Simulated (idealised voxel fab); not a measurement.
Process module, titled voxel ribs on slabs
In the cross-section labelled cut, the width is 185 nm and each square cell is 5 nm.
A cross-section is a grid of square cells, given in bands from the top down. A band is one or more rows of cells. The entry gives the band's vertical extent as a top height and a bottom height in nm, then its horizontal make-up as materials from left to right, each with a width in nm. "empty" stands for empty space; a single material marked "all across" fills the band edge to edge. All heights in this document are referenced to 0, defined as the level beneath which the wafer, as received, consists entirely of one material. The lowest band is not bounded below; it extends indefinitely downward and is written in the form "top 0, no bottom". A width such as "30..40" changes by the same amount from each row of cells to the next, from the band's top row to its bottom row. The designation "no alterations made", where it is given for a processing step, indicates that no cell of the cross-section was altered in the course of that step. Closed empty spaces (no open way to the top) of 8 cells or more are what "Voids, fully enclosed" lists, each as width x height at distance from the left edge, nm for all three. Step line, after settings: the simulator's comment on this step. overlay nm: mask offset rightward from planned place, masked step; negative means leftward offset.
Below is the list of planned process steps
- 1: RECEIVE,material Si
- 2: DIRECTIONAL_DEP,material SiO2,thk nm 20
- 3: DIRECTIONAL_DEP,material polySi,thk nm 15
- 4: MASKED_ETCH,tone cover,mask id RIB,width nm 15,etch materials polySi,depth nm 5,overlay nm 0
- 5: MASKED_ETCH,tone cover,mask id SLAB,width nm 55,etch materials polySi,depth nm 10,overlay nm 0
- 6: FILL_DEP,material SiO2,thk nm 20
- 7: CMP,height nm 45
- 8: DIRECTIONAL_DEP,material TiN,thk nm 5
- 9: DIRECTIONAL_DEP,material aC,thk nm 10
- 10: PATTERN,tone cover,mask id HEATER,material resist,width nm 25,thk nm 30,overlay nm 0
- 11: DIRECTIONAL_ETCH,etch materials aC,depth nm 10
- 12: STRIP,etch materials resist
- 13: DIRECTIONAL_ETCH,etch materials TiN,depth nm 5
- 14: STRIP,etch materials aC
- 15: CONFORMAL_DEP,material SiN,thk nm 5
Wafer as received: cross-section following step 1
    top 0, no bottom: Si all across
    Voids, fully enclosed: none
First wafer of two, sectioned at end of module; run went per plan
    top 55, bottom 50: empty 75; SiN 35; empty 75
    top 50, bottom 45: SiN 80; TiN 25; SiN 80
    top 45, bottom 35: SiO2 all across
    top 35, bottom 30: SiO2 85; polySi 15; SiO2 85
    top 30, bottom 20: SiO2 65; polySi 55; SiO2 65
    top 20, bottom 0: SiO2 all across
    top 0, no bottom: Si all across
    Voids, fully enclosed: none
What the second wafer looks like in cross-section once the module is done. Its start and its plan matched the first wafer's exactly; what differed was one mistake in how it was run
    top 55, bottom 50: empty 65; SiN 35; empty 85
    top 50, bottom 45: SiN 70; TiN 25; SiN 90
    top 45, bottom 35: SiO2 all across
    top 35, bottom 30: SiO2 85; polySi 15; SiO2 85
    top 30, bottom 20: SiO2 65; polySi 55; SiO2 65
    top 20, bottom 0: SiO2 all across
    top 0, no bottom: Si all across
    Voids, fully enclosed: none
Against the plan, the run slipped here: step 10 ran as: PATTERN,tone cover,mask id HEATER,material resist,width nm 25,thk nm 30,overlay nm -10
In the final comparison it is observed that the number of cells assigned to each material is identical for the two wafers, whereas their placement is not.
